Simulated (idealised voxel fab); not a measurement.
The name of this process module is voxel fin reveal.
In the cross-section labelled cut, the width is 290 nm and each square cell is 5 nm.
A cross-section is written here as square cells arranged in a grid, and it is given in bands from the top down, each band taking up one or more rows of cells. It is stipulated that each band's entry specify, in nanometres, the height of the top of the band and then that of its bottom, followed by the materials of the band in left-to-right sequence, each together with its width in nanometres. A single material marked by the word "edge to edge" is understood to fill the band from edge to edge; the word "air" is understood to denote empty space. Measure heights from 0. That's the level where, below it, the as-received wafer is all one material. The lowest band is bottomless and extends downward; write it as in "0 down". Graded width ("30 to 40"): value in top row of band = first number; value in bottom row = second number; row-to-row change constant. You'll sometimes find "everything unchanged" written for a step, and that's the way of saying that nowhere in the cross-section did a cell change during that step. "Enclosed void list" specifies each empty space that is not open to the top and that occupies no fewer than 8 cells, using the form width x height at distance, the distance measured from the left edge and all three quantities in nm. Past the settings on a step's line: simulator remark, on that step. Each step line may optionally specify "overlay nm", which for a step with a mask gives the rightward distance between the mask's planned place and where it lay, a negative value indicating the leftward direction.

**plan**
- 1: RECEIVE, material Si
- 2: CONFORMAL_DEP, material SiN, thk nm 10
- 3: PATTERN, tone cover, mask id FINS, material resist, width nm 15, pitch nm 40, thk nm 15, overlay nm 0
- 4: DIRECTIONAL_ETCH, etch materials SiN, depth nm 10
- 5: DIRECTIONAL_ETCH, etch materials Si, depth nm 35
- 6: STRIP, etch materials resist
- 7: OXIDIZE, depth nm 5
- 8: FILL_DEP, material SiO2, thk nm 5
- 9: CMP, height nm 10
- 10: SELECTIVE_ETCH, etch materials SiO2, depth nm 25
- 11: STRIP, etch materials SiN
- 12: CONFORMAL_DEP, material HfO2, thk nm 5

**First out of two wafers; run went to plan**

**As-received state of the wafer in cross-section, equivalent to post-step 1**
* 0 down | Si edge to edge
* Enclosed void list: none

**You're looking at a cross-section of the wafer after step 2**
* 10 to 0 | SiN edge to edge
* below 0: unchanged

**You're looking at a cross-section of the wafer after step 3**
* 25 to 10 | air (115), resist (15), air (25), resist (15), air (120)
* below 10: unchanged

**You're looking at a cross-section of the wafer after step 4**
* 25 to 10 | air (115), resist (15), air (25), resist (15), air (120)
* 10 to 0 | air (115), SiN (15), air (25), SiN (15), air (120)
* below 0: unchanged

**You're looking at a cross-section of the wafer after step 5**
* 25 to 10 | air (115), resist (15), air (25), resist (15), air (120)
* 10 to 0 | air (115), SiN (15), air (25), SiN (15), air (120)
* 0 to -35 | air (115), Si (15), air (25), Si (15), air (120)
* below -35: unchanged

**You're looking at a cross-section of the wafer after step 6**
* 10 to 0 | air (115), SiN (15), air (25), SiN (15), air (120)
* below 0: unchanged

**You're looking at a cross-section of the wafer after step 7**
* 10 to 0 | air (115), SiN (15), air (25), SiN (15), air (120)
* 0 to -35 | air (115), SiO2 (5), Si (5), SiO2 (5), air (25), SiO2 (5), Si (5), SiO2 (5), air (120)
* -35 to -40 | SiO2 (120), Si (5), SiO2 (35), Si (5), SiO2 (125)
* below -40: unchanged

**You're looking at a cross-section of the wafer after step 8**
* 15 to 10 | SiO2 edge to edge
* 10 to 0 | SiO2 (115), SiN (15), SiO2 (25), SiN (15), SiO2 (120)
* 0 to -40 | SiO2 (120), Si (5), SiO2 (35), Si (5), SiO2 (125)
* below -40: unchanged

**You're looking at a cross-section of the wafer after step 9**
* 10 to 0 | SiO2 (115), SiN (15), SiO2 (25), SiN (15), SiO2 (120)
* below 0: unchanged

**You're looking at a cross-section of the wafer after step 10**
* 10 to 0 | air (115), SiN (15), air (25), SiN (15), air (120)
* 0 to -15 | air (120), Si (5), air (35), Si (5), air (125)
* below -15: unchanged

**You're looking at a cross-section of the wafer after step 11**
* 0 to -15 | air (120), Si (5), air (35), Si (5), air (125)
* below -15: unchanged

**You're looking at a cross-section of the wafer after step 12**
* 5 to 0 | air (115), HfO2 (15), air (25), HfO2 (15), air (120)
* 0 to -10 | air (115), HfO2 (5), Si (5), HfO2 (5), air (25), HfO2 (5), Si (5), HfO2 (5), air (120)
* -10 to -15 | HfO2 (120), Si (5), HfO2 (35), Si (5), HfO2 (125)
* below -15: unchanged

**Second wafer. Start and plan as for the first. One mistake made in running. Agrees with the first up to and including step 7**

**Planned end of step 8: second wafer, cross-section**
* 15 to 0 | SiN edge to edge
* 0 to -35 | SiN (115), SiO2 (5), Si (5), SiO2 (5), SiN (25), SiO2 (5), Si (5), SiO2 (5), SiN (120)
* below -35: unchanged

**Planned end of step 9: second wafer, cross-section**
* 10 to 0 | SiN edge to edge
* below 0: unchanged

Planned end of step 10: second wafer, cross-section: everything unchanged

**Planned end of step 11: second wafer, cross-section**
* 0 to -35 | air (115), SiO2 (5), Si (5), SiO2 (5), air (25), SiO2 (5), Si (5), SiO2 (5), air (120)
* below -35: unchanged

**Planned end of step 12: second wafer, cross-section**
* 5 to 0 | air (110), HfO2 (25), air (15), HfO2 (25), air (115)
* 0 to -30 | air (110), HfO2 (5), SiO2 (5), Si (5), SiO2 (5), HfO2 (5), air (15), HfO2 (5), SiO2 (5), Si (5), SiO2 (5), HfO2 (5), air (115)
* -30 to -35 | HfO2 (115), SiO2 (5), Si (5), SiO2 (5), HfO2 (25), SiO2 (5), Si (5), SiO2 (5), HfO2 (120)
* below -35: unchanged
Processing error: step 8 deviated from plan and actually ran as FILL_DEP, material SiN, thk nm 5
Cell-count delta at end, second wafer over first, by material: 16 more of HfO2 | 196 fewer of SiO2
